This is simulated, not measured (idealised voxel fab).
This is a process module. Its name is voxel self aligned contacts.
Each square cell in cross-section cut measures 5 nm, and the section as a whole is 225 nm wide.
Cross-sections here: square-cell grids, written as top-down lists of bands, a band being one or more rows of cells.
The band entry comprises the height of the band's top followed by the height of its bottom, expressed in nm, and subsequently the band's materials from left to right, each stated together with its width in nm. Where a single material is marked with the word "full width", that material fills the band from edge to edge. The word "empty" represents empty space.
Measure heights from 0. That's the level where, below it, the as-received wafer is all one material. The lowest band is bottomless and extends downward; write it as in "z 0 and below".
Top row gets the first number, bottom row gets the second, and each row in between changes by the same step: that is how a band width like "30 to 40" works.
No cell of the cross-section changed in a step that is given as "left unchanged".
Entry "Encapsulated voids". Content: empty spaces with no open connection to the top, size 8 cells or greater. Each: width x height at distance. Distance: from left edge. Unit: nm.
The remark found on a step's line after its settings is issued by the simulator itself and pertains to that step.
overlay nm: right-of-plan distance of the mask on a masked step; negative values mean left-of-plan.
HERE'S WHAT THE PLANNED PROCESS STEPS LOOK LIKE
1 RECEIVE with material Si
2 OXIDIZE with depth nm 5
3 DIRECTIONAL_DEP with material polySi, thk nm 30
4 DIRECTIONAL_DEP with material SiN, thk nm 20
5 PATTERN with tone cover, mask id GATE, material resist, width nm 35, pitch nm 65, thk nm 15, overlay nm 0
6 DIRECTIONAL_ETCH with etch materials SiN, depth nm 20
7 DIRECTIONAL_ETCH with etch materials polySi, depth nm 30
8 STRIP with etch materials resist
9 CONFORMAL_DEP with material SiN, thk nm 5
10 DIRECTIONAL_ETCH with etch materials SiN, depth nm 5
11 FILL_DEP with material SiO2, thk nm 15
12 CMP with height nm 60
13 DIRECTIONAL_DEP with material aC, thk nm 15
14 PATTERN with tone open, mask id CONTACT, material resist, width nm 50, pitch nm 65, thk nm 30, overlay nm 0
15 DIRECTIONAL_ETCH with etch materials aC, depth nm 15
16 STRIP with etch materials resist
17 DIRECTIONAL_ETCH with etch materials SiO2, depth nm 65
18 STRIP with etch materials aC
19 CONFORMAL_DEP with material TiN, thk nm 5
20 FILL_DEP with material W, thk nm 10
21 CMP with height nm 60
22 CONFORMAL_DEP with material SiN, thk nm 5
THE FIRST OF THE TWO WAFERS, WHICH RAN AS PLANNED
HERE'S WHAT THE WAFER LOOKED LIKE IN CROSS-SECTION WHEN IT ARRIVED - THAT'S AFTER STEP 1
    z 0 and below | Si full width
    Encapsulated voids: none
UPON COMPLETION OF STEP 2, THE WAFER APPEARS IN CROSS-SECTION AS SHOWN
    z 0 to -5 | SiO2 full width
    Below a height of -5, the structure has not been altered.
UPON COMPLETION OF STEP 3, THE WAFER APPEARS IN CROSS-SECTION AS SHOWN
    z 30 to 0 | polySi full width
    Below a height of 0, the structure has not been altered.
UPON COMPLETION OF STEP 4, THE WAFER APPEARS IN CROSS-SECTION AS SHOWN
    z 50 to 30 | SiN full width
    Below a height of 30, the structure has not been altered.
UPON COMPLETION OF STEP 5, THE WAFER APPEARS IN CROSS-SECTION AS SHOWN
    z 65 to 50 | empty (30) | resist (35) | empty (30) | resist (35) | empty (30) | resist (35) | empty (30)
    Below a height of 50, the structure has not been altered.
UPON COMPLETION OF STEP 6, THE WAFER APPEARS IN CROSS-SECTION AS SHOWN
    z 65 to 50 | empty (30) | resist (35) | empty (30) | resist (35) | empty (30) | resist (35) | empty (30)
    z 50 to 30 | empty (30) | SiN (35) | empty (30) | SiN (35) | empty (30) | SiN (35) | empty (30)
    Below a height of 30, the structure has not been altered.
UPON COMPLETION OF STEP 7, THE WAFER APPEARS IN CROSS-SECTION AS SHOWN
    z 65 to 50 | empty (30) | resist (35) | empty (30) | resist (35) | empty (30) | resist (35) | empty (30)
    z 50 to 30 | empty (30) | SiN (35) | empty (30) | SiN (35) | empty (30) | SiN (35) | empty (30)
    z 30 to 0 | empty (30) | polySi (35) | empty (30) | polySi (35) | empty (30) | polySi (35) | empty (30)
    Below a height of 0, the structure has not been altered.
UPON COMPLETION OF STEP 8, THE WAFER APPEARS IN CROSS-SECTION AS SHOWN
    z 50 to 30 | empty (30) | SiN (35) | empty (30) | SiN (35) | empty (30) | SiN (35) | empty (30)
    Below a height of 30, the structure has not been altered.
UPON COMPLETION OF STEP 9, THE WAFER APPEARS IN CROSS-SECTION AS SHOWN
    z 55 to 30 | empty (25) | SiN (45) | empty (20) | SiN (45) | empty (20) | SiN (45) | empty (25)
    z 30 to 5 | empty (25) | SiN (5) | polySi (35) | SiN (5) | empty (20) | SiN (5) | polySi (35) | SiN (5) | empty (20) | SiN (5) | polySi (35) | SiN (5) | empty (25)
    z 5 to 0 | SiN (30) | polySi (35) | SiN (30) | polySi (35) | SiN (30) | polySi (35) | SiN (30)
    Below a height of 0, the structure has not been altered.
UPON COMPLETION OF STEP 10, THE WAFER APPEARS IN CROSS-SECTION AS SHOWN
    z 50 to 30 | empty (25) | SiN (45) | empty (20) | SiN (45) | empty (20) | SiN (45) | empty (25)
    z 30 to 0 | empty (25) | SiN (5) | polySi (35) | SiN (5) | empty (20) | SiN (5) | polySi (35) | SiN (5) | empty (20) | SiN (5) | polySi (35) | SiN (5) | empty (25)
    Below a height of 0, the structure has not been altered.
UPON COMPLETION OF STEP 11, THE WAFER APPEARS IN CROSS-SECTION AS SHOWN
    z 65 to 50 | SiO2 full width
    z 50 to 30 | SiO2 (25) | SiN (45) | SiO2 (20) | SiN (45) | SiO2 (20) | SiN (45) | SiO2 (25)
    z 30 to 0 | SiO2 (25) | SiN (5) | polySi (35) | SiN (5) | SiO2 (20) | SiN (5) | polySi (35) | SiN (5) | SiO2 (20) | SiN (5) | polySi (35) | SiN (5) | SiO2 (25)
    Below a height of 0, the structure has not been altered.
UPON COMPLETION OF STEP 12, THE WAFER APPEARS IN CROSS-SECTION AS SHOWN
    z 60 to 50 | SiO2 full width
    Below a height of 50, the structure has not been altered.
UPON COMPLETION OF STEP 13, THE WAFER APPEARS IN CROSS-SECTION AS SHOWN
    z 75 to 60 | aC full width
    Below a height of 60, the structure has not been altered.
UPON COMPLETION OF STEP 14, THE WAFER APPEARS IN CROSS-SECTION AS SHOWN
    z 105 to 75 | resist (55) | empty (50) | resist (15) | empty (50) | resist (55)
    Below a height of 75, the structure has not been altered.
UPON COMPLETION OF STEP 15, THE WAFER APPEARS IN CROSS-SECTION AS SHOWN
    z 90 to 75 | resist (55) | empty (50) | resist (15) | empty (50) | resist (55)
    z 75 to 60 | aC (55) | empty (50) | aC (15) | empty (50) | aC (55)
    Below a height of 60, the structure has not been altered.
UPON COMPLETION OF STEP 16, THE WAFER APPEARS IN CROSS-SECTION AS SHOWN
    z 75 to 60 | aC (55) | empty (50) | aC (15) | empty (50) | aC (55)
    Below a height of 60, the structure has not been altered.
UPON COMPLETION OF STEP 17, THE WAFER APPEARS IN CROSS-SECTION AS SHOWN
    z 75 to 60 | aC (55) | empty (50) | aC (15) | empty (50) | aC (55)
    z 60 to 50 | SiO2 (55) | empty (50) | SiO2 (15) | empty (50) | SiO2 (55)
    z 50 to 30 | SiO2 (25) | SiN (45) | empty (20) | SiN (45) | empty (20) | SiN (45) | SiO2 (25)
    z 30 to 0 | SiO2 (25) | SiN (5) | polySi (35) | SiN (5) | empty (20) | SiN (5) | polySi (35) | SiN (5) | empty (20) | SiN (5) | polySi (35) | SiN (5) | SiO2 (25)
    z 0 to -5 | SiO2 (70) | empty (20) | SiO2 (45) | empty (20) | SiO2 (70)
    Below a height of -5, the structure has not been altered.
UPON COMPLETION OF STEP 18, THE WAFER APPEARS IN CROSS-SECTION AS SHOWN
    z 60 to 50 | SiO2 (55) | empty (50) | SiO2 (15) | empty (50) | SiO2 (55)
    Below a height of 50, the structure has not been altered.
UPON COMPLETION OF STEP 19, THE WAFER APPEARS IN CROSS-SECTION AS SHOWN
    z 65 to 60 | TiN (60) | empty (40) | TiN (25) | empty (40) | TiN (60)
    z 60 to 50 | SiO2 (55) | TiN (5 to 20) | empty (40 to 10) | TiN (5 to 20) | SiO2 (15) | TiN (5 to 20) | empty (40 to 10) | TiN (5 to 20) | SiO2 (55)
    z 50 to 30 | SiO2 (25) | SiN (45) | TiN (5) | empty (10) | TiN (5) | SiN (45) | TiN (5) | empty (10) | TiN (5) | SiN (45) | SiO2 (25)
    z 30 to 0 | SiO2 (25) | SiN (5) | polySi (35) | SiN (5) | TiN (5) | empty (10) | TiN (5) | SiN (5) | polySi (35) | SiN (5) | TiN (5) | empty (10) | TiN (5) | SiN (5) | polySi (35) | SiN (5) | SiO2 (25)
    z 0 to -5 | SiO2 (70) | TiN (20) | SiO2 (45) | TiN (20) | SiO2 (70)
    Below a height of -5, the structure has not been altered.
UPON COMPLETION OF STEP 20, THE WAFER APPEARS IN CROSS-SECTION AS SHOWN
    z 75 to 65 | W full width
    z 65 to 60 | TiN (60) | W (40) | TiN (25) | W (40) | TiN (60)
    z 60 to 50 | SiO2 (55) | TiN (5 to 20) | W (40 to 10) | TiN (5 to 20) | SiO2 (15) | TiN (5 to 20) | W (40 to 10) | TiN (5 to 20) | SiO2 (55)
    z 50 to 30 | SiO2 (25) | SiN (45) | TiN (5) | W (10) | TiN (5) | SiN (45) | TiN (5) | W (10) | TiN (5) | SiN (45) | SiO2 (25)
    z 30 to 0 | SiO2 (25) | SiN (5) | polySi (35) | SiN (5) | TiN (5) | W (10) | TiN (5) | SiN (5) | polySi (35) | SiN (5) | TiN (5) | W (10) | TiN (5) | SiN (5) | polySi (35) | SiN (5) | SiO2 (25)
    Below a height of 0, the structure has not been altered.
UPON COMPLETION OF STEP 21, THE WAFER APPEARS IN CROSS-SECTION AS SHOWN
    z 60 to 50 | SiO2 (55) | TiN (5 to 20) | W (40 to 10) | TiN (5 to 20) | SiO2 (15) | TiN (5 to 20) | W (40 to 10) | TiN (5 to 20) | SiO2 (55)
    Below a height of 50, the structure has not been altered.
UPON COMPLETION OF STEP 22, THE WAFER APPEARS IN CROSS-SECTION AS SHOWN
    z 65 to 60 | SiN full width
    Below a height of 60, the structure has not been altered.
WAFER TWO. IDENTICAL START, IDENTICAL PLAN. ONE MISTAKE IN EXECUTION. IDENTICAL HISTORY THROUGH STEP 2
SECOND WAFER AT THE PLANNED FINISH OF STEP 3, SEEN IN CROSS-SECTION
    z 35 to 0 | polySi full width
    Below a height of 0, the structure has not been altered.
SECOND WAFER AT THE PLANNED FINISH OF STEP 4, SEEN IN CROSS-SECTION
    z 55 to 35 | SiN full width
    Below a height of 35, the structure has not been altered.
SECOND WAFER AT THE PLANNED FINISH OF STEP 5, SEEN IN CROSS-SECTION
    z 70 to 55 | empty (30) | resist (35) | empty (30) | resist (35) | empty (30) | resist (35) | empty (30)
    Below a height of 55, the structure has not been altered.
SECOND WAFER AT THE PLANNED FINISH OF STEP 6, SEEN IN CROSS-SECTION
    z 70 to 55 | empty (30) | resist (35) | empty (30) | resist (35) | empty (30) | resist (35) | empty (30)
    z 55 to 35 | empty (30) | SiN (35) | empty (30) | SiN (35) | empty (30) | SiN (35) | empty (30)
    Below a height of 35, the structure has not been altered.
SECOND WAFER AT THE PLANNED FINISH OF STEP 7, SEEN IN CROSS-SECTION
    z 70 to 55 | empty (30) | resist (35) | empty (30) | resist (35) | empty (30) | resist (35) | empty (30)
    z 55 to 35 | empty (30) | SiN (35) | empty (30) | SiN (35) | empty (30) | SiN (35) | empty (30)
    z 35 to 5 | empty (30) | polySi (35) | empty (30) | polySi (35) | empty (30) | polySi (35) | empty (30)
    Below a height of 5, the structure has not been altered.
SECOND WAFER AT THE PLANNED FINISH OF STEP 8, SEEN IN CROSS-SECTION
    z 55 to 35 | empty (30) | SiN (35) | empty (30) | SiN (35) | empty (30) | SiN (35) | empty (30)
    Below a height of 35, the structure has not been altered.
SECOND WAFER AT THE PLANNED FINISH OF STEP 9, SEEN IN CROSS-SECTION
    z 60 to 35 | empty (25) | SiN (45) | empty (20) | SiN (45) | empty (20) | SiN (45) | empty (25)
    z 35 to 10 | empty (25) | SiN (5) | polySi (35) | SiN (5) | empty (20) | SiN (5) | polySi (35) | SiN (5) | empty (20) | SiN (5) | polySi (35) | SiN (5) | empty (25)
    z 10 to 5 | SiN (30) | polySi (35) | SiN (30) | polySi (35) | SiN (30) | polySi (35) | SiN (30)
    Below a height of 5, the structure has not been altered.
SECOND WAFER AT THE PLANNED FINISH OF STEP 10, SEEN IN CROSS-SECTION
    z 55 to 35 | empty (25) | SiN (45) | empty (20) | SiN (45) | empty (20) | SiN (45) | empty (25)
    z 35 to 5 | empty (25) | SiN (5) | polySi (35) | SiN (5) | empty (20) | SiN (5) | polySi (35) | SiN (5) | empty (20) | SiN (5) | polySi (35) | SiN (5) | empty (25)
    Below a height of 5, the structure has not been altered.
SECOND WAFER AT THE PLANNED FINISH OF STEP 11, SEEN IN CROSS-SECTION
    z 70 to 55 | SiO2 full width
    z 55 to 35 | SiO2 (25) | SiN (45) | SiO2 (20) | SiN (45) | SiO2 (20) | SiN (45) | SiO2 (25)
    z 35 to 5 | SiO2 (25) | SiN (5) | polySi (35) | SiN (5) | SiO2 (20) | SiN (5) | polySi (35) | SiN (5) | SiO2 (20) | SiN (5) | polySi (35) | SiN (5) | SiO2 (25)
    Below a height of 5, the structure has not been altered.
SECOND WAFER AT THE PLANNED FINISH OF STEP 12, SEEN IN CROSS-SECTION
    z 60 to 55 | SiO2 full width
    Below a height of 55, the structure has not been altered.
SECOND WAFER AT THE PLANNED FINISH OF STEP 13, SEEN IN CROSS-SECTION
    z 75 to 60 | aC full width
    Below a height of 60, the structure has not been altered.
SECOND WAFER AT THE PLANNED FINISH OF STEP 14, SEEN IN CROSS-SECTION
    z 105 to 75 | resist (55) | empty (50) | resist (15) | empty (50) | resist (55)
    Below a height of 75, the structure has not been altered.
SECOND WAFER AT THE PLANNED FINISH OF STEP 15, SEEN IN CROSS-SECTION
    z 90 to 75 | resist (55) | empty (50) | resist (15) | empty (50) | resist (55)
    z 75 to 60 | aC (55) | empty (50) | aC (15) | empty (50) | aC (55)
    Below a height of 60, the structure has not been altered.
SECOND WAFER AT THE PLANNED FINISH OF STEP 16, SEEN IN CROSS-SECTION
    z 75 to 60 | aC (55) | empty (50) | aC (15) | empty (50) | aC (55)
    Below a height of 60, the structure has not been altered.
SECOND WAFER AT THE PLANNED FINISH OF STEP 17, SEEN IN CROSS-SECTION
    z 75 to 60 | aC (55) | empty (50) | aC (15) | empty (50) | aC (55)
    z 60 to 55 | SiO2 (55) | empty (50) | SiO2 (15) | empty (50) | SiO2 (55)
    z 55 to 35 | SiO2 (25) | SiN (45) | empty (20) | SiN (45) | empty (20) | SiN (45) | SiO2 (25)
    z 35 to 5 | SiO2 (25) | SiN (5) | polySi (35) | SiN (5) | empty (20) | SiN (5) | polySi (35) | SiN (5) | empty (20) | SiN (5) | polySi (35) | SiN (5) | SiO2 (25)
    Below a height of 5, the structure has not been altered.
SECOND WAFER AT THE PLANNED FINISH OF STEP 18, SEEN IN CROSS-SECTION
    z 60 to 55 | SiO2 (55) | empty (50) | SiO2 (15) | empty (50) | SiO2 (55)
    Below a height of 55, the structure has not been altered.
SECOND WAFER AT THE PLANNED FINISH OF STEP 19, SEEN IN CROSS-SECTION
    z 65 to 60 | TiN (60) | empty (40) | TiN (25) | empty (40) | TiN (60)
    z 60 to 55 | SiO2 (55) | TiN (20) | empty (10) | TiN (20) | SiO2 (15) | TiN (20) | empty (10) | TiN (20) | SiO2 (55)
    z 55 to 35 | SiO2 (25) | SiN (45) | TiN (5) | empty (10) | TiN (5) | SiN (45) | TiN (5) | empty (10) | TiN (5) | SiN (45) | SiO2 (25)
    z 35 to 10 | SiO2 (25) | SiN (5) | polySi (35) | SiN (5) | TiN (5) | empty (10) | TiN (5) | SiN (5) | polySi (35) | SiN (5) | TiN (5) | empty (10) | TiN (5) | SiN (5) | polySi (35) | SiN (5) | SiO2 (25)
    z 10 to 5 | SiO2 (25) | SiN (5) | polySi (35) | SiN (5) | TiN (20) | SiN (5) | polySi (35) | SiN (5) | TiN (20) | SiN (5) | polySi (35) | SiN (5) | SiO2 (25)
    Below a height of 5, the structure has not been altered.
SECOND WAFER AT THE PLANNED FINISH OF STEP 20, SEEN IN CROSS-SECTION
    z 75 to 65 | W full width
    z 65 to 60 | TiN (60) | W (40) | TiN (25) | W (40) | TiN (60)
    z 60 to 55 | SiO2 (55) | TiN (20) | W (10) | TiN (20) | SiO2 (15) | TiN (20) | W (10) | TiN (20) | SiO2 (55)
    z 55 to 35 | SiO2 (25) | SiN (45) | TiN (5) | W (10) | TiN (5) | SiN (45) | TiN (5) | W (10) | TiN (5) | SiN (45) | SiO2 (25)
    z 35 to 10 | SiO2 (25) | SiN (5) | polySi (35) | SiN (5) | TiN (5) | W (10) | TiN (5) | SiN (5) | polySi (35) | SiN (5) | TiN (5) | W (10) | TiN (5) | SiN (5) | polySi (35) | SiN (5) | SiO2 (25)
    Below a height of 10, the structure has not been altered.
SECOND WAFER AT THE PLANNED FINISH OF STEP 21, SEEN IN CROSS-SECTION
    z 60 to 55 | SiO2 (55) | TiN (20) | W (10) | TiN (20) | SiO2 (15) | TiN (20) | W (10) | TiN (20) | SiO2 (55)
    Below a height of 55, the structure has not been altered.
SECOND WAFER AT THE PLANNED FINISH OF STEP 22, SEEN IN CROSS-SECTION
    z 65 to 60 | SiN full width
    Below a height of 60, the structure has not been altered.
Plan not followed: step 3 off recipe, ran as DIRECTIONAL_DEP with material polySi, thk nm 35
Heads up, by the end the second wafer has more or fewer cells of some materials compared to the first: 17 fewer of SiO2 | 8 fewer of TiN | 20 fewer of W | 45 more of polySi
